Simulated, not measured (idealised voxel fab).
A process module follows: voxel lift off.
The cross-section on display is named cut; it measures 285 nm wide, and its cells are 5 nm squares.
Throughout this document, each cross-section is represented as a grid of square cells and is presented as a sequence of bands enumerated from the top downward, where a band comprises one or more rows of cells. Band: top and bottom heights (nm) first, top before bottom; then materials from left to right, widths in nm. "throughout" marks a sole material filling the band edge to edge. "empty" denotes empty space. A quick word on heights: they are counted from 0, and under that level the wafer as it came to us is one material throughout. The lowest band is different from the rest in having no bottom; it simply continues downward, written as in "top 0, no bottom". The notation "30..40" denotes a width that varies across the rows of cells in the band, beginning at the first number in the top row, finishing at the second number in the bottom row, and changing by an identical amount from each row to the next. Any step labelled "remained the same" changed none of the cells in the cross-section. In "Cavities, closed" the enclosed voids are listed, meaning empty spaces of 8 cells or larger without any opening to the top. The form is width x height at distance, distance from the left edge, units nm. Step line, after settings: the simulator's comment on this step. overlay nm: how far to the right of its planned place the mask lay on this masked step (negative: to the left).

SO HERE'S THE LINEUP OF PROCESS STEPS WE PLANNED
1) RECEIVE with material Si
2) CONFORMAL_DEP with material SiO2, thk nm 15
3) PATTERN with tone open, mask id LINES, material resist, width nm 15, pitch nm 40, thk nm 15, overlay nm -15
4) DIRECTIONAL_DEP with material Ru, thk nm 5
5) STRIP with etch materials resist
6) CONFORMAL_DEP with material SiCN, thk nm 10
Quick note for whoever runs this: the wafers start identical, but the overlay nm at step 3 isn't the same across them. The plan just shows what the first wafer had.

THE FIRST OF SEVERAL WAFERS IN CROSS-SECTION, EXACTLY AS IT REACHED US AFTER STEP 1
> top 0, no bottom = Si throughout
> Cavities, closed: none

WAFER ROWS, END OF MODULE: CELLS PER MATERIAL GAINED (+) OR LOST (-) SINCE RECEIPT; CLOSED VOIDS LAST
overlay nm -15; +12 Ru; +130 SiCN; +171 SiO2; Cavities, closed: none
overlay nm -10; +12 Ru; +130 SiCN; +171 SiO2; Cavities, closed: none
overlay nm -5; +12 Ru; +130 SiCN; +171 SiO2; Cavities, closed: none
overlay nm 0; +12 Ru; +130 SiCN; +171 SiO2; Cavities, closed: none
overlay nm 5; +12 Ru; +130 SiCN; +171 SiO2; Cavities, closed: none
overlay nm 10; +12 Ru; +130 SiCN; +171 SiO2; Cavities, closed: none
overlay nm 15; +12 Ru; +130 SiCN; +171 SiO2; Cavities, closed: none
